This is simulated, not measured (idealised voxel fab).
process module | voxel local oxidation
cross-section cut | 275 nm wide | cells 5 nm
A cross-section is a grid of square cells, given in bands from the top down. A band is one or more rows of cells.
Each band's line starts with the height of the band's top and of its bottom, in nm. Then come its materials from left to right, each with its width in nm. One material with "throughout" fills the band from edge to edge. "air" is empty space.
Height 0 is the level under which the wafer as received is all one material. The lowest band goes on downwards, as in "0 down".
A width such as "30 to 40" changes by the same amount from each row of cells to the next, from the band's top row to its bottom row.
"no change" after a step means that no cell of the cross-section changed.
closed voids: empty space of 8 cells or more with no open way to the top, each as width x height at its distance from the left edge, in nm
after a step's settings: what the simulator itself notes on the step
overlay nm, on a step with a mask: how far to the right of its planned place the mask lay; to the left if negative
plan
1 op RECEIVE | material Si
2 op OXIDIZE | depth nm 5
3 op CONFORMAL_DEP | material SiN | thk nm 15
4 op PATTERN | tone cover | mask id ACTIVE | material resist | width nm 115 | thk nm 20 | overlay nm 0
5 op DIRECTIONAL_ETCH | etch materials SiN | depth nm 15
6 op STRIP | etch materials resist
7 op SELECTIVE_ETCH | etch materials SiO2 | depth nm 5
8 op OXIDIZE | depth nm 10
9 op STRIP | etch materials SiN
as received, after step 1
  0 down: Si throughout
  closed voids: none
first wafer at the end, as planned
  0 to -5: air 85 | SiO2 105 | air 85
  -5 to -15: SiO2 95 | Si 85 | SiO2 95
  -15 down: Si throughout
  closed voids: none
second wafer at the end: like start, like plan, one mistake
  10 to -5: SiO2 throughout
  -5 down: Si throughout
  closed voids: none
what went wrong: step 3 ran as: op CONFORMAL_DEP | material SiO2 | thk nm 15
at the end the second wafer has, in cells: 76 more of Si | 68 more of SiO2
